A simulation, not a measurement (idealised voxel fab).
process module | voxel fin reveal
Displayed cross-section: cut, width of 260 nm, square cells sized 5 nm.
Cross-section layout: square cells on a grid; listed as bands, top to bottom; a band spans one or more cell rows. Top, bottom (nm), then materials left to right with widths (nm); lone material tagged "all across" fills the whole band edge to edge; "air" = empty space. Heights are reckoned from 0. Under this level, the received wafer is all of one material. The bottommost band is open-ended downward, for example "top 0, no bottom". The notation "30->40" denotes a width that varies across the rows of cells in the band, beginning at the first number in the top row, finishing at the second number in the bottom row, and changing by an identical amount from each row to the next. "left unchanged" after a step means that no cell of the cross-section changed. In "Closed void roster" the enclosed voids are listed, meaning empty spaces of 8 cells or larger without any opening to the top. The form is width x height at distance, distance from the left edge, units nm. On each step's line, the part that comes after the settings is the simulator's own comment on the step. What "overlay nm" on a step's line means: if the step has a mask, that mask lay this far to the right of its planned place, or, when the value is negative, to the left.

## plan
step 1: op RECEIVE | material Si
step 2: op CONFORMAL_DEP | material SiN | thk nm 10
step 3: op PATTERN | tone cover | mask id FINS | material resist | width nm 15 | pitch nm 35 | thk nm 20 | overlay nm 0
step 4: op DIRECTIONAL_ETCH | etch materials SiN | depth nm 10
step 5: op DIRECTIONAL_ETCH | etch materials Si | depth nm 30
step 6: op STRIP | etch materials resist
step 7: op OXIDIZE | depth nm 5
step 8: op FILL_DEP | material SiO2 | thk nm 10
step 9: op CMP | height nm 10
step 10: op SELECTIVE_ETCH | etch materials SiO2 | depth nm 25
step 11: op STRIP | etch materials SiN

## Cross-section of the incoming wafer, state after step 1
    top 0, no bottom = Si all across
    Closed void roster: none

## Cross-section, first of two wafers, end of module, run as planned
    top 0, bottom -15 = air (75), then Si (5), then air (30), then Si (5), then air (30), then Si (5), then air (30), then Si (5), then air (75)
    top -15, bottom -35 = SiO2 (75), then Si (5), then SiO2 (30), then Si (5), then SiO2 (30), then Si (5), then SiO2 (30), then Si (5), then SiO2 (75)
    top -35, no bottom = Si all across
    Closed void roster: none

## The second wafer, shown in cross-section after the module: started the same way as the first and given the same plan, yet one mistake crept into how it was run
    top 0, bottom -30 = air (70), then SiO2 (5), then Si (5), then SiO2 (5), then air (20), then SiO2 (5), then Si (5), then SiO2 (5), then air (20), then SiO2 (5), then Si (5), then SiO2 (5), then air (20), then SiO2 (5), then Si (5), then SiO2 (5), then air (70)
    top -30, bottom -35 = SiO2 (75), then Si (5), then SiO2 (30), then Si (5), then SiO2 (30), then Si (5), then SiO2 (30), then Si (5), then SiO2 (75)
    top -35, no bottom = Si all across
    Closed void roster: none
Misprocessing identified: it should be noted that step 8 was executed with settings other than those planned, the operation and settings actually applied being op FILL_DEP | material SiN | thk nm 10
Wafer comparison, final, in cells, second relative to first, materials more or fewer: 96 fewer of SiO2
